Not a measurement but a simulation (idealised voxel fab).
process module | voxel trench capacitor
cross-section cut | 200 nm wide | cells 5 nm
A cross-section is a grid of square cells, given in bands from the top down. A band is one or more rows of cells.
Each band's line starts with the height of the band's top and of its bottom, in nm. Then come its materials from left to right, each with its width in nm. One material with "throughout" fills the band from edge to edge. "air" is empty space.
Height 0 is the level under which the wafer as received is all one material. The lowest band goes on downwards, as in "0 down".
A width such as "30 to 40" changes by the same amount from each row of cells to the next, from the band's top row to its bottom row.
"no change" after a step means that no cell of the cross-section changed.
closed voids: empty space of 8 cells or more with no open way to the top, each as width x height at its distance from the left edge, in nm
after a step's settings: what the simulator itself notes on the step
overlay nm, on a step with a mask: how far to the right of its planned place the mask lay; to the left if negative
plan
1 op RECEIVE | material Si
2 op CONFORMAL_DEP | material SiN | thk nm 5
3 op DIRECTIONAL_DEP | material aC | thk nm 15
4 op PATTERN | tone open | mask id TRENCH | material resist | width nm 25 | pitch nm 40 | thk nm 35 | overlay nm -15
5 op DIRECTIONAL_ETCH | etch materials aC | depth nm 15
6 op STRIP | etch materials resist
7 op DIRECTIONAL_ETCH | etch materials SiN | depth nm 5
8 op DIRECTIONAL_ETCH | etch materials Si | depth nm 35
9 op STRIP | etch materials aC
10 op CONFORMAL_DEP | material Al2O3 | thk nm 5
11 op FILL_DEP | material polySi | thk nm 5
12 op CMP | height nm 5
varied across the wafers: overlay nm of step 4. The plan shows the first wafer's value. All wafers start alike
first wafer as received, after step 1
  0 down: Si throughout
  closed voids: none
each wafer at the end: cells of each material gained (+) or lost (-) since it was received, then its closed voids
overlay nm -15 | +57 Al2O3 | -105 Si | +25 SiN | +63 polySi | closed voids: none
overlay nm -10 | +57 Al2O3 | -105 Si | +25 SiN | +63 polySi | closed voids: none
overlay nm -5 | +57 Al2O3 | -105 Si | +25 SiN | +63 polySi | closed voids: none
overlay nm 0 | +57 Al2O3 | -105 Si | +25 SiN | +63 polySi | closed voids: none
overlay nm 5 | +57 Al2O3 | -105 Si | +25 SiN | +63 polySi | closed voids: none
overlay nm 10 | +57 Al2O3 | -105 Si | +25 SiN | +63 polySi | closed voids: none
overlay nm 15 | +57 Al2O3 | -105 Si | +25 SiN | +63 polySi | closed voids: none
